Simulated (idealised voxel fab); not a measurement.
Documented hereafter: the process module known as voxel transistor to metal.
Square cell edge 5 nm, section width 160 nm, ID cut.
If you're reading a cross-section in this doc, picture square cells in a grid; it comes to you as bands, top ones listed first down to the bottom, and a band can be one or more rows of cells. In this notation a band is specified by the heights of its top and bottom, in that order and in nm, after which its materials appear from left to right, each paired with its width in nm. The word "throughout" attached to a single material means that material fills the band from edge to edge; the word "empty" stands for empty space. Below 0: as-received wafer, all one material; heights counted from there. Lowest band: no bottom, goes on down, written "top 0, no bottom". A width such as "30->40" changes by the same amount from each row of cells to the next, from the band's top row to its bottom row. Any step labelled "no alteration" changed none of the cells in the cross-section. Enclosed voids (no open way to top), threshold 8 cells or more, entry "Closed internal cavities", notation width x height at distance, distance from left edge, nm. If you see something after the settings on a step's line, that's the simulator's own remark about that step. "overlay nm" answers the question of how far to the right of plan the mask lay on a step that has a mask, and when it is negative the answer is to the left. Reading key. Pairs: pre-step and post-step cross-section, one process step apart; post-step view only to lowest changed band. Step between + settings: beneath pair. Runs: pairs may be from different runs of this module, same starting wafer. Continuation from pair above: only where "Pre-processing view" entry says.

# Pre-processing view
  top 55, bottom 35 | resist=30, then empty=20, then resist=65, then empty=20, then resist=25
  top 35, bottom 25 | SiO2 throughout
  top 25, bottom 5 | SiO2=50, then SiN=10, then HfO2=5, then TiN=5, then W=15, then TiN=5, then HfO2=5, then SiN=10, then SiO2=55
  top 5, bottom 0 | SiO2=50, then SiN=10, then HfO2=5, then TiN=25, then HfO2=5, then SiN=10, then SiO2=55
  top 0, bottom -5 | SiO2=10, then pSi=40, then SiO2=10, then HfO2=35, then SiO2=10, then pSi=40, then SiO2=15
  top -5, bottom -25 | SiO2=15, then Si=125, then SiO2=20
  top -25, no bottom | Si throughout
  Closed internal cavities: none

# As Processed
  top 55, bottom 35 | resist=30, then empty=20, then resist=65, then empty=20, then resist=25
  top 35, bottom 25 | SiO2=30, then empty=20, then SiO2=65, then empty=20, then SiO2=25
  top 25, bottom 5 | SiO2=30, then empty=20, then SiN=10, then HfO2=5, then TiN=5, then W=15, then TiN=5, then HfO2=5, then SiN=10, then SiO2=10, then empty=20, then SiO2=25
  top 5, bottom 0 | SiO2=30, then empty=20, then SiN=10, then HfO2=5, then TiN=25, then HfO2=5, then SiN=10, then SiO2=10, then empty=20, then SiO2=25
  Under the height 0 nothing was changed.
  Closed internal cavities: none
The structure goes from the before cross-section above to the after cross-section through op DIRECTIONAL_ETCH | etch materials SiO2 | depth nm 35

Pre-processing view: see the after view in the pair directly above.

# As Processed
  top 35, bottom 25 | SiO2=30, then empty=20, then SiO2=65, then empty=20, then SiO2=25
  Under the height 25 nothing was changed.
  Closed internal cavities: none
The structure goes from the before cross-section above to the after cross-section through op STRIP | etch materials resist

Pre-processing view: see the after view in the pair directly above.

# As Processed
  top 40, bottom 35 | TiN=35, then empty=10, then TiN=75, then empty=10, then TiN=30
  top 35, bottom 25 | SiO2=30, then TiN=5, then empty=10, then TiN=5, then SiO2=65, then TiN=5, then empty=10, then TiN=5, then SiO2=25
  top 25, bottom 5 | SiO2=30, then TiN=5, then empty=10, then TiN=5, then SiN=10, then HfO2=5, then TiN=5, then W=15, then TiN=5, then HfO2=5, then SiN=10, then SiO2=10, then TiN=5, then empty=10, then TiN=5, then SiO2=25
  top 5, bottom 0 | SiO2=30, then TiN=20, then SiN=10, then HfO2=5, then TiN=25, then HfO2=5, then SiN=10, then SiO2=10, then TiN=20, then SiO2=25
  Under the height 0 nothing was changed.
  Closed internal cavities: none
The structure goes from the before cross-section above to the after cross-section through op CONFORMAL_DEP | material TiN | thk nm 5

Pre-processing view: see the after view in the pair directly above.

# As Processed
  top 45, bottom 40 | Ru throughout
  top 40, bottom 35 | TiN=35, then Ru=10, then TiN=75, then Ru=10, then TiN=30
  top 35, bottom 25 | SiO2=30, then TiN=5, then Ru=10, then TiN=5, then SiO2=65, then TiN=5, then Ru=10, then TiN=5, then SiO2=25
  top 25, bottom 5 | SiO2=30, then TiN=5, then Ru=10, then TiN=5, then SiN=10, then HfO2=5, then TiN=5, then W=15, then TiN=5, then HfO2=5, then SiN=10, then SiO2=10, then TiN=5, then Ru=10, then TiN=5, then SiO2=25
  Under the height 5 nothing was changed.
  Closed internal cavities: none
The structure goes from the before cross-section above to the after cross-section through op FILL_DEP | material Ru | thk nm 5

Pre-processing view: see the after view in the pair directly above.

# As Processed
  top 35, bottom 25 | SiO2=30, then TiN=5, then Ru=10, then TiN=5, then SiO2=65, then TiN=5, then Ru=10, then TiN=5, then SiO2=25
  Under the height 25 nothing was changed.
  Closed internal cavities: none
The structure goes from the before cross-section above to the after cross-section through op CMP | height nm 35

Pre-processing view: see the after view in the pair directly above.

# As Processed
  top 40, bottom 35 | TiN throughout
  Under the height 35 nothing was changed.
  Closed internal cavities: none
The structure goes from the before cross-section above to the after cross-section through op DIRECTIONAL_DEP | material TiN | thk nm 5

Pre-processing view: see the after view in the pair directly above.

# As Processed
  top 65, bottom 40 | W throughout
  Under the height 40 nothing was changed.
  Closed internal cavities: none
The structure goes from the before cross-section above to the after cross-section through op DIRECTIONAL_DEP | material W | thk nm 25

Pre-processing view: see the after view in the pair directly above.

# As Processed
  top 65, bottom 40 | empty=25, then W=20, then empty=65, then W=20, then empty=30
  Under the height 40 nothing was changed.
  Closed internal cavities: none
The structure goes from the before cross-section above to the after cross-section through op MASKED_ETCH | tone cover | mask id METAL_1 | width nm 20 | pitch nm 85 | etch materials W | depth nm 25 | overlay nm 0

Pre-processing view: see the after view in the pair directly above.

# As Processed
  top 65, bottom 40 | empty=25, then W=20, then empty=65, then W=20, then empty=30
  top 40, bottom 35 | empty=25, then TiN=20, then empty=65, then TiN=20, then empty=30
  Under the height 35 nothing was changed.
  Closed internal cavities: none
The structure goes from the before cross-section above to the after cross-section through op MASKED_ETCH | tone cover | mask id METAL_1 | width nm 20 | pitch nm 85 | etch materials TiN | depth nm 5 | overlay nm 0

Pre-processing view: see the after view in the pair directly above.

# As Processed
  top 70, bottom 65 | empty=20, then SiCN=30, then empty=55, then SiCN=30, then empty=25
  top 65, bottom 40 | empty=20, then SiCN=5, then W=20, then SiCN=5, then empty=55, then SiCN=5, then W=20, then SiCN=5, then empty=25
  top 40, bottom 35 | SiCN=25, then TiN=20, then SiCN=65, then TiN=20, then SiCN=30
  Under the height 35 nothing was changed.
  Closed internal cavities: none
The structure goes from the before cross-section above to the after cross-section through op CONFORMAL_DEP | material SiCN | thk nm 5

Pre-processing view: see the after view in the pair directly above.

# As Processed
  top 80, bottom 70 | lowk throughout
  top 70, bottom 65 | lowk=20, then SiCN=30, then lowk=55, then SiCN=30, then lowk=25
  top 65, bottom 40 | lowk=20, then SiCN=5, then W=20, then SiCN=5, then lowk=55, then SiCN=5, then W=20, then SiCN=5, then lowk=25
  Under the height 40 nothing was changed.
  Closed internal cavities: none
The structure goes from the before cross-section above to the after cross-section through op FILL_DEP | material lowk | thk nm 10

Pre-processing view: see the after view in the pair directly above.

# As Processed
  top 65, bottom 40 | lowk=20, then SiCN=5, then W=20, then SiCN=5, then lowk=55, then SiCN=5, then W=20, then SiCN=5, then lowk=25
  Under the height 40 nothing was changed.
  Closed internal cavities: none
The structure goes from the before cross-section above to the after cross-section through op CMP | height nm 65

Pre-processing view: see the after view in the pair directly above.

# As Processed
  top 70, bottom 65 | SiCN throughout
  Under the height 65 nothing was changed.
  Closed internal cavities: none
The structure goes from the before cross-section above to the after cross-section through op CONFORMAL_DEP | material SiCN | thk nm 5

Pre-processing view: see the after view in the pair directly above.

# As Processed
  top 95, bottom 70 | SiO2 throughout
  Under the height 70 nothing was changed.
  Closed internal cavities: none
The structure goes from the before cross-section above to the after cross-section through op DIRECTIONAL_DEP | material SiO2 | thk nm 25

Pre-processing view: see the after view in the pair directly above.

# As Processed
  top 95, bottom 80 | SiO2=25, then empty=20, then SiO2=65, then empty=20, then SiO2=30
  Under the height 80 nothing was changed.
  Closed internal cavities: none
The structure goes from the before cross-section above to the after cross-section through op MASKED_ETCH | tone open | mask id METAL_2 | width nm 20 | pitch nm 85 | etch materials SiO2 | depth nm 15 | overlay nm 0

Pre-processing view: see the after view in the pair directly above.

# As Processed
  top 110, bottom 95 | aC=25, then empty=20, then aC=65, then empty=20, then aC=30
  top 95, bottom 80 | SiO2=25, then aC=20, then SiO2=65, then aC=20, then SiO2=30
  Under the height 80 nothing was changed.
  Closed internal cavities: none
The structure goes from the before cross-section above to the after cross-section through op DIRECTIONAL_DEP | material aC | thk nm 15

Pre-processing view: see the after view in the pair directly above.

# As Processed
  top 140, bottom 110 | resist=25, then empty=15, then resist=70, then empty=15, then resist=35
  top 110, bottom 95 | aC=25, then empty=15, then resist=5, then aC=65, then empty=15, then resist=5, then aC=30
  Under the height 95 nothing was changed.
  Closed internal cavities: none
The structure goes from the before cross-section above to the after cross-section through op PATTERN | tone open | mask id METAL_2_HOLES | material resist | width nm 15 | pitch nm 85 | thk nm 30 | overlay nm 0

Pre-processing view: see the after view in the pair directly above.

# As Processed
  top 125, bottom 110 | resist=25, then empty=15, then resist=70, then empty=15, then resist=35
  top 110, bottom 95 | aC=25, then empty=15, then resist=5, then aC=65, then empty=15, then resist=5, then aC=30
  top 95, bottom 80 | SiO2=25, then empty=15, then aC=5, then SiO2=65, then empty=15, then aC=5, then SiO2=30
  Under the height 80 nothing was changed.
  Closed internal cavities: none
The structure goes from the before cross-section above to the after cross-section through op DIRECTIONAL_ETCH | etch materials aC | depth nm 15

Pre-processing view: see the after view in the pair directly above.

# As Processed
  top 110, bottom 95 | aC=25, then empty=20, then aC=65, then empty=20, then aC=30
  Under the height 95 nothing was changed.
  Closed internal cavities: none
The structure goes from the before cross-section above to the after cross-section through op STRIP | etch materials resist

Pre-processing view: see the after view in the pair directly above.

# As Processed
  top 110, bottom 95 | aC=25, then empty=20, then aC=65, then empty=20, then aC=30
  top 95, bottom 80 | SiO2=25, then empty=15, then aC=5, then SiO2=65, then empty=15, then aC=5, then SiO2=30
  top 80, bottom 70 | SiO2=25, then empty=15, then SiO2=70, then empty=15, then SiO2=35
  Under the height 70 nothing was changed.
  Closed internal cavities: none
The structure goes from the before cross-section above to the after cross-section through op DIRECTIONAL_ETCH | etch materials SiO2 | depth nm 10

Pre-processing view: see the after view in the pair directly above.

# As Processed
  top 110, bottom 95 | aC=25, then empty=20, then aC=65, then empty=20, then aC=30
  top 95, bottom 80 | SiO2=25, then empty=15, then aC=5, then SiO2=65, then empty=15, then aC=5, then SiO2=30
  top 80, bottom 70 | SiO2=25, then empty=15, then SiO2=70, then empty=15, then SiO2=35
  top 70, bottom 65 | SiCN=25, then empty=15, then SiCN=70, then empty=15, then SiCN=35
  Under the height 65 nothing was changed.
  Closed internal cavities: none
The structure goes from the before cross-section above to the after cross-section through op DIRECTIONAL_ETCH | etch materials SiCN | depth nm 5

Pre-processing view: see the after view in the pair directly above.

# As Processed
  top 95, bottom 80 | SiO2=25, then empty=20, then SiO2=65, then empty=20, then SiO2=30
  Under the height 80 nothing was changed.
  Closed internal cavities: none
The structure goes from the before cross-section above to the after cross-section through op STRIP | etch materials aC

Pre-processing view: see the after view in the pair directly above.

# As Processed
  top 100, bottom 95 | TiN=30, then empty=10, then TiN=75, then empty=10, then TiN=35
  top 95, bottom 85 | SiO2=25, then TiN=5, then empty=10, then TiN=5, then SiO2=65, then TiN=5, then empty=10, then TiN=5, then SiO2=30
  top 85, bottom 80 | SiO2=25, then TiN=5, then empty=5, then TiN=10, then SiO2=65, then TiN=5, then empty=5, then TiN=10, then SiO2=30
  top 80, bottom 70 | SiO2=25, then TiN=5, then empty=5, then TiN=5, then SiO2=70, then TiN=5, then empty=5, then TiN=5, then SiO2=35
  top 70, bottom 65 | SiCN=25, then TiN=15, then SiCN=70, then TiN=15, then SiCN=35
  Under the height 65 nothing was changed.
  Closed internal cavities: none
The structure goes from the before cross-section above to the after cross-section through op CONFORMAL_DEP | material TiN | thk nm 5

Pre-processing view: see the after view in the pair directly above.

# As Processed
  top 105, bottom 100 | Cu throughout
  top 100, bottom 95 | TiN=30, then Cu=10, then TiN=75, then Cu=10, then TiN=35
  top 95, bottom 85 | SiO2=25, then TiN=5, then Cu=10, then TiN=5, then SiO2=65, then TiN=5, then Cu=10, then TiN=5, then SiO2=30
  top 85, bottom 80 | SiO2=25, then TiN=5, then Cu=5, then TiN=10, then SiO2=65, then TiN=5, then Cu=5, then TiN=10, then SiO2=30
  top 80, bottom 70 | SiO2=25, then TiN=5, then Cu=5, then TiN=5, then SiO2=70, then TiN=5, then Cu=5, then TiN=5, then SiO2=35
  Under the height 70 nothing was changed.
  Closed internal cavities: none
The structure goes from the before cross-section above to the after cross-section through op FILL_DEP | material Cu | thk nm 5

Pre-processing view: see the after view in the pair directly above.

# As Processed
  top 95, bottom 85 | SiO2=25, then TiN=5, then Cu=10, then TiN=5, then SiO2=65, then TiN=5, then Cu=10, then TiN=5, then SiO2=30
  Under the height 85 nothing was changed.
  Closed internal cavities: none
The structure goes from the before cross-section above to the after cross-section through op CMP | height nm 95

Pre-processing view: see the after view in the pair directly above.

# As Processed
  top 100, bottom 95 | SiCN throughout
  Under the height 95 nothing was changed.
  Closed internal cavities: none
The structure goes from the before cross-section above to the after cross-section through op CONFORMAL_DEP | material SiCN | thk nm 5

# Pre-processing view
  top 100, bottom 95 | TiN=30, then empty=10, then TiN=75, then empty=10, then TiN=35
  top 95, bottom 85 | SiO2=25, then TiN=5, then empty=10, then TiN=5, then SiO2=65, then TiN=5, then empty=10, then TiN=5, then SiO2=30
  top 85, bottom 80 | SiO2=25, then TiN=5, then empty=5, then TiN=10, then SiO2=65, then TiN=5, then empty=5, then TiN=10, then SiO2=30
  top 80, bottom 70 | SiO2=25, then TiN=5, then empty=5, then TiN=5, then SiO2=70, then TiN=5, then empty=5, then TiN=5, then SiO2=35
  top 70, bottom 65 | SiCN=25, then TiN=15, then SiCN=70, then TiN=15, then SiCN=35
  top 65, bottom 40 | lowk=20, then SiCN=5, then W=20, then SiCN=5, then lowk=55, then SiCN=5, then W=20, then SiCN=5, then lowk=25
  top 40, bottom 35 | SiCN=25, then TiN=20, then SiCN=65, then TiN=20, then SiCN=30
  top 35, bottom 25 | SiO2=25, then TiN=5, then Ru=10, then TiN=5, then SiO2=65, then TiN=5, then Ru=10, then TiN=5, then SiO2=30
  top 25, bottom 5 | SiO2=25, then TiN=5, then Ru=10, then TiN=5, then SiO2=5, then SiN=10, then HfO2=5, then TiN=5, then W=15, then TiN=5, then HfO2=5, then SiN=10, then SiO2=5, then TiN=5, then Ru=10, then TiN=5, then SiO2=30
  top 5, bottom 0 | SiO2=25, then TiN=20, then SiO2=5, then SiN=10, then HfO2=5, then TiN=25, then HfO2=5, then SiN=10, then SiO2=5, then TiN=20, then SiO2=30
  top 0, bottom -5 | SiO2=10, then pSi=40, then SiO2=10, then HfO2=35, then SiO2=10, then pSi=40, then SiO2=15
  top -5, bottom -25 | SiO2=15, then Si=125, then SiO2=20
  top -25, no bottom | Si throughout
  Closed internal cavities: none

# As Processed
  top 105, bottom 100 | SiO2 throughout
  top 100, bottom 95 | TiN=30, then SiO2=10, then TiN=75, then SiO2=10, then TiN=35
  top 95, bottom 85 | SiO2=25, then TiN=5, then SiO2=10, then TiN=5, then SiO2=65, then TiN=5, then SiO2=10, then TiN=5, then SiO2=30
  top 85, bottom 80 | SiO2=25, then TiN=5, then SiO2=5, then TiN=10, then SiO2=65, then TiN=5, then SiO2=5, then TiN=10, then SiO2=30
  top 80, bottom 70 | SiO2=25, then TiN=5, then SiO2=5, then TiN=5, then SiO2=70, then TiN=5, then SiO2=5, then TiN=5, then SiO2=35
  Under the height 70 nothing was changed.
  Closed internal cavities: none
The structure goes from the before cross-section above to the after cross-section through op FILL_DEP | material SiO2 | thk nm 5

Pre-processing view: see the after view in the pair directly above.

# As Processed
  top 95, bottom 85 | SiO2=25, then TiN=5, then SiO2=10, then TiN=5, then SiO2=65, then TiN=5, then SiO2=10, then TiN=5, then SiO2=30
  Under the height 85 nothing was changed.
  Closed internal cavities: none
The structure goes from the before cross-section above to the after cross-section through op CMP | height nm 95

Pre-processing view: see the after view in the pair directly above.

# As Processed
  top 100, bottom 95 | SiCN throughout
  Under the height 95 nothing was changed.
  Closed internal cavities: none
The structure goes from the before cross-section above to the after cross-section through op CONFORMAL_DEP | material SiCN | thk nm 5

# Pre-processing view
  top 35, bottom 25 | SiO2 throughout
  top 25, bottom 5 | SiO2=50, then SiN=10, then HfO2=5, then TiN=5, then W=15, then TiN=5, then HfO2=5, then SiN=10, then SiO2=55
  top 5, bottom 0 | SiO2=50, then SiN=10, then HfO2=5, then TiN=25, then HfO2=5, then SiN=10, then SiO2=55
  top 0, bottom -5 | SiO2=10, then pSi=40, then SiO2=10, then HfO2=35, then SiO2=10, then pSi=40, then SiO2=15
  top -5, bottom -25 | SiO2=15, then Si=125, then SiO2=20
  top -25, no bottom | Si throughout
  Closed internal cavities: none

# As Processed
  top 55, bottom 35 | empty=25, then resist=20, then empty=65, then resist=20, then empty=30
  Under the height 35 nothing was changed.
  Closed internal cavities: none
The structure goes from the before cross-section above to the after cross-section through op PATTERN | tone cover | mask id CONTACT | material resist | width nm 20 | pitch nm 85 | thk nm 20 | overlay nm 0

Pre-processing view: see the after view in the pair directly above.

# As Processed
  top 55, bottom 35 | empty=25, then resist=20, then empty=65, then resist=20, then empty=30
  top 35, bottom 25 | empty=25, then SiO2=20, then empty=65, then SiO2=20, then empty=30
  top 25, bottom 5 | empty=25, then SiO2=20, then empty=5, then SiN=10, then HfO2=5, then TiN=5, then W=15, then TiN=5, then HfO2=5, then SiN=10, then empty=5, then SiO2=20, then empty=30
  top 5, bottom 0 | empty=25, then SiO2=20, then empty=5, then SiN=10, then HfO2=5, then TiN=25, then HfO2=5, then SiN=10, then empty=5, then SiO2=20, then empty=30
  Under the height 0 nothing was changed.
  Closed internal cavities: none
The structure goes from the before cross-section above to the after cross-section through op DIRECTIONAL_ETCH | etch materials SiO2 | depth nm 35

Pre-processing view: see the after view in the pair directly above.

# As Processed
  top 35, bottom 25 | empty=25, then SiO2=20, then empty=65, then SiO2=20, then empty=30
  Under the height 25 nothing was changed.
  Closed internal cavities: none
The structure goes from the before cross-section above to the after cross-section through op STRIP | etch materials resist

Pre-processing view: see the after view in the pair directly above.

# As Processed
  top 40, bottom 35 | empty=20, then TiN=30, then empty=55, then TiN=30, then empty=25
  top 35, bottom 30 | empty=20, then TiN=5, then SiO2=20, then TiN=5, then empty=55, then TiN=5, then SiO2=20, then TiN=5, then empty=25
  top 30, bottom 25 | empty=20, then TiN=5, then SiO2=20, then TiN=65, then SiO2=20, then TiN=5, then empty=25
  top 25, bottom 5 | empty=20, then TiN=5, then SiO2=20, then TiN=5, then SiN=10, then HfO2=5, then TiN=5, then W=15, then TiN=5, then HfO2=5, then SiN=10, then TiN=5, then SiO2=20, then TiN=5, then empty=25
  top 5, bottom 0 | TiN=25, then SiO2=20, then TiN=5, then SiN=10, then HfO2=5, then TiN=25, then HfO2=5, then SiN=10, then TiN=5, then SiO2=20, then TiN=30
  Under the height 0 nothing was changed.
  Closed internal cavities: none
The structure goes from the before cross-section above to the after cross-section through op CONFORMAL_DEP | material TiN | thk nm 5

Pre-processing view: see the after view in the pair directly above.

# As Processed
  top 45, bottom 40 | Ru throughout
  top 40, bottom 35 | Ru=20, then TiN=30, then Ru=55, then TiN=30, then Ru=25
  top 35, bottom 30 | Ru=20, then TiN=5, then SiO2=20, then TiN=5, then Ru=55, then TiN=5, then SiO2=20, then TiN=5, then Ru=25
  top 30, bottom 25 | Ru=20, then TiN=5, then SiO2=20, then TiN=65, then SiO2=20, then TiN=5, then Ru=25
  top 25, bottom 5 | Ru=20, then TiN=5, then SiO2=20, then TiN=5, then SiN=10, then HfO2=5, then TiN=5, then W=15, then TiN=5, then HfO2=5, then SiN=10, then TiN=5, then SiO2=20, then TiN=5, then Ru=25
  Under the height 5 nothing was changed.
  Closed internal cavities: none
The structure goes from the before cross-section above to the after cross-section through op FILL_DEP | material Ru | thk nm 5

Pre-processing view: see the after view in the pair directly above.

# As Processed
  top 35, bottom 30 | Ru=20, then TiN=5, then SiO2=20, then TiN=5, then Ru=55, then TiN=5, then SiO2=20, then TiN=5, then Ru=25
  Under the height 30 nothing was changed.
  Closed internal cavities: none
The structure goes from the before cross-section above to the after cross-section through op CMP | height nm 35

Pre-processing view: see the after view in the pair directly above.

# As Processed
  top 40, bottom 35 | TiN throughout
  Under the height 35 nothing was changed.
  Closed internal cavities: none
The structure goes from the before cross-section above to the after cross-section through op DIRECTIONAL_DEP | material TiN | thk nm 5

Pre-processing view: see the after view in the pair directly above.

# As Processed
  top 65, bottom 40 | W throughout
  Under the height 40 nothing was changed.
  Closed internal cavities: none
The structure goes from the before cross-section above to the after cross-section through op DIRECTIONAL_DEP | material W | thk nm 25

Pre-processing view: see the after view in the pair directly above.

# As Processed
  top 65, bottom 40 | empty=25, then W=20, then empty=65, then W=20, then empty=30
  Under the height 40 nothing was changed.
  Closed internal cavities: none
The structure goes from the before cross-section above to the after cross-section through op MASKED_ETCH | tone cover | mask id METAL_1 | width nm 20 | pitch nm 85 | etch materials W | depth nm 25 | overlay nm 0

Pre-processing view: see the after view in the pair directly above.

# As Processed
  top 65, bottom 40 | empty=25, then W=20, then empty=65, then W=20, then empty=30
  top 40, bottom 35 | empty=25, then TiN=20, then empty=65, then TiN=20, then empty=30
  Under the height 35 nothing was changed.
  Closed internal cavities: none
The structure goes from the before cross-section above to the after cross-section through op MASKED_ETCH | tone cover | mask id METAL_1 | width nm 20 | pitch nm 85 | etch materials TiN | depth nm 5 | overlay nm 0

Pre-processing view: see the after view in the pair directly above.

# As Processed
  top 70, bottom 65 | empty=20, then SiCN=30, then empty=55, then SiCN=30, then empty=25
  top 65, bottom 40 | empty=20, then SiCN=5, then W=20, then SiCN=5, then empty=55, then SiCN=5, then W=20, then SiCN=5, then empty=25
  top 40, bottom 35 | SiCN=25, then TiN=20, then SiCN=65, then TiN=20, then SiCN=30
  Under the height 35 nothing was changed.
  Closed internal cavities: none
The structure goes from the before cross-section above to the after cross-section through op CONFORMAL_DEP | material SiCN | thk nm 5

Pre-processing view: see the after view in the pair directly above.

# As Processed
  top 80, bottom 70 | lowk throughout
  top 70, bottom 65 | lowk=20, then SiCN=30, then lowk=55, then SiCN=30, then lowk=25
  top 65, bottom 40 | lowk=20, then SiCN=5, then W=20, then SiCN=5, then lowk=55, then SiCN=5, then W=20, then SiCN=5, then lowk=25
  Under the height 40 nothing was changed.
  Closed internal cavities: none
The structure goes from the before cross-section above to the after cross-section through op FILL_DEP | material lowk | thk nm 10

Pre-processing view: see the after view in the pair directly above.

# As Processed
  top 65, bottom 40 | lowk=20, then SiCN=5, then W=20, then SiCN=5, then lowk=55, then SiCN=5, then W=20, then SiCN=5, then lowk=25
  Under the height 40 nothing was changed.
  Closed internal cavities: none
The structure goes from the before cross-section above to the after cross-section through op CMP | height nm 65

Pre-processing view: see the after view in the pair directly above.

# As Processed
  top 70, bottom 65 | SiCN throughout
  Under the height 65 nothing was changed.
  Closed internal cavities: none
The structure goes from the before cross-section above to the after cross-section through op CONFORMAL_DEP | material SiCN | thk nm 5

Pre-processing view: see the after view in the pair directly above.

# As Processed
  top 95, bottom 70 | SiO2 throughout
  Under the height 70 nothing was changed.
  Closed internal cavities: none
The structure goes from the before cross-section above to the after cross-section through op DIRECTIONAL_DEP | material SiO2 | thk nm 25

Pre-processing view: see the after view in the pair directly above.

# As Processed
  top 95, bottom 80 | SiO2=25, then empty=20, then SiO2=65, then empty=20, then SiO2=30
  Under the height 80 nothing was changed.
  Closed internal cavities: none
The structure goes from the before cross-section above to the after cross-section through op MASKED_ETCH | tone open | mask id METAL_2 | width nm 20 | pitch nm 85 | etch materials SiO2 | depth nm 15 | overlay nm 0

Pre-processing view: see the after view in the pair directly above.

# As Processed
  top 110, bottom 95 | aC=25, then empty=20, then aC=65, then empty=20, then aC=30
  top 95, bottom 80 | SiO2=25, then aC=20, then SiO2=65, then aC=20, then SiO2=30
  Under the height 80 nothing was changed.
  Closed internal cavities: none
The structure goes from the before cross-section above to the after cross-section through op DIRECTIONAL_DEP | material aC | thk nm 15

Pre-processing view: see the after view in the pair directly above.

# As Processed
  top 140, bottom 110 | resist=25, then empty=15, then resist=70, then empty=15, then resist=35
  top 110, bottom 95 | aC=25, then empty=15, then resist=5, then aC=65, then empty=15, then resist=5, then aC=30
  Under the height 95 nothing was changed.
  Closed internal cavities: none
The structure goes from the before cross-section above to the after cross-section through op PATTERN | tone open | mask id METAL_2_HOLES | material resist | width nm 15 | pitch nm 85 | thk nm 30 | overlay nm 0

Pre-processing view: see the after view in the pair directly above.

# As Processed
  top 125, bottom 110 | resist=25, then empty=15, then resist=70, then empty=15, then resist=35
  top 110, bottom 95 | aC=25, then empty=15, then resist=5, then aC=65, then empty=15, then resist=5, then aC=30
  top 95, bottom 80 | SiO2=25, then empty=15, then aC=5, then SiO2=65, then empty=15, then aC=5, then SiO2=30
  Under the height 80 nothing was changed.
  Closed internal cavities: none
The structure goes from the before cross-section above to the after cross-section through op DIRECTIONAL_ETCH | etch materials aC | depth nm 15

Pre-processing view: see the after view in the pair directly above.

# As Processed
  top 110, bottom 95 | aC=25, then empty=20, then aC=65, then empty=20, then aC=30
  Under the height 95 nothing was changed.
  Closed internal cavities: none
The structure goes from the before cross-section above to the after cross-section through op STRIP | etch materials resist

Pre-processing view: see the after view in the pair directly above.

# As Processed
  top 110, bottom 95 | aC=25, then empty=20, then aC=65, then empty=20, then aC=30
  top 95, bottom 80 | SiO2=25, then empty=15, then aC=5, then SiO2=65, then empty=15, then aC=5, then SiO2=30
  top 80, bottom 70 | SiO2=25, then empty=15, then SiO2=70, then empty=15, then SiO2=35
  Under the height 70 nothing was changed.
  Closed internal cavities: none
The structure goes from the before cross-section above to the after cross-section through op DIRECTIONAL_ETCH | etch materials SiO2 | depth nm 10

Pre-processing view: see the after view in the pair directly above.

# As Processed
  top 110, bottom 95 | aC=25, then empty=20, then aC=65, then empty=20, then aC=30
  top 95, bottom 80 | SiO2=25, then empty=15, then aC=5, then SiO2=65, then empty=15, then aC=5, then SiO2=30
  top 80, bottom 70 | SiO2=25, then empty=15, then SiO2=70, then empty=15, then SiO2=35
  top 70, bottom 65 | SiCN=25, then empty=15, then SiCN=70, then empty=15, then SiCN=35
  Under the height 65 nothing was changed.
  Closed internal cavities: none
The structure goes from the before cross-section above to the after cross-section through op DIRECTIONAL_ETCH | etch materials SiCN | depth nm 5

Pre-processing view: see the after view in the pair directly above.

# As Processed
  top 95, bottom 80 | SiO2=25, then empty=20, then SiO2=65, then empty=20, then SiO2=30
  Under the height 80 nothing was changed.
  Closed internal cavities: none
The structure goes from the before cross-section above to the after cross-section through op STRIP | etch materials aC

Pre-processing view: see the after view in the pair directly above.

# As Processed
  top 100, bottom 95 | TiN=30, then empty=10, then TiN=75, then empty=10, then TiN=35
  top 95, bottom 85 | SiO2=25, then TiN=5, then empty=10, then TiN=5, then SiO2=65, then TiN=5, then empty=10, then TiN=5, then SiO2=30
  top 85, bottom 80 | SiO2=25, then TiN=5, then empty=5, then TiN=10, then SiO2=65, then TiN=5, then empty=5, then TiN=10, then SiO2=30
  top 80, bottom 70 | SiO2=25, then TiN=5, then empty=5, then TiN=5, then SiO2=70, then TiN=5, then empty=5, then TiN=5, then SiO2=35
  top 70, bottom 65 | SiCN=25, then TiN=15, then SiCN=70, then TiN=15, then SiCN=35
  Under the height 65 nothing was changed.
  Closed internal cavities: none
The structure goes from the before cross-section above to the after cross-section through op CONFORMAL_DEP | material TiN | thk nm 5

Pre-processing view: see the after view in the pair directly above.

# As Processed
  top 105, bottom 100 | Cu throughout
  top 100, bottom 95 | TiN=30, then Cu=10, then TiN=75, then Cu=10, then TiN=35
  top 95, bottom 85 | SiO2=25, then TiN=5, then Cu=10, then TiN=5, then SiO2=65, then TiN=5, then Cu=10, then TiN=5, then SiO2=30
  top 85, bottom 80 | SiO2=25, then TiN=5, then Cu=5, then TiN=10, then SiO2=65, then TiN=5, then Cu=5, then TiN=10, then SiO2=30
  top 80, bottom 70 | SiO2=25, then TiN=5, then Cu=5, then TiN=5, then SiO2=70, then TiN=5, then Cu=5, then TiN=5, then SiO2=35
  Under the height 70 nothing was changed.
  Closed internal cavities: none
The structure goes from the before cross-section above to the after cross-section through op FILL_DEP | material Cu | thk nm 5

Pre-processing view: see the after view in the pair directly above.

# As Processed
  top 95, bottom 85 | SiO2=25, then TiN=5, then Cu=10, then TiN=5, then SiO2=65, then TiN=5, then Cu=10, then TiN=5, then SiO2=30
  Under the height 85 nothing was changed.
  Closed internal cavities: none
The structure goes from the before cross-section above to the after cross-section through op CMP | height nm 95

Pre-processing view: see the after view in the pair directly above.

# As Processed
  top 100, bottom 95 | SiCN throughout
  Under the height 95 nothing was changed.
  Closed internal cavities: none
The structure goes from the before cross-section above to the after cross-section through op CONFORMAL_DEP | material SiCN | thk nm 5
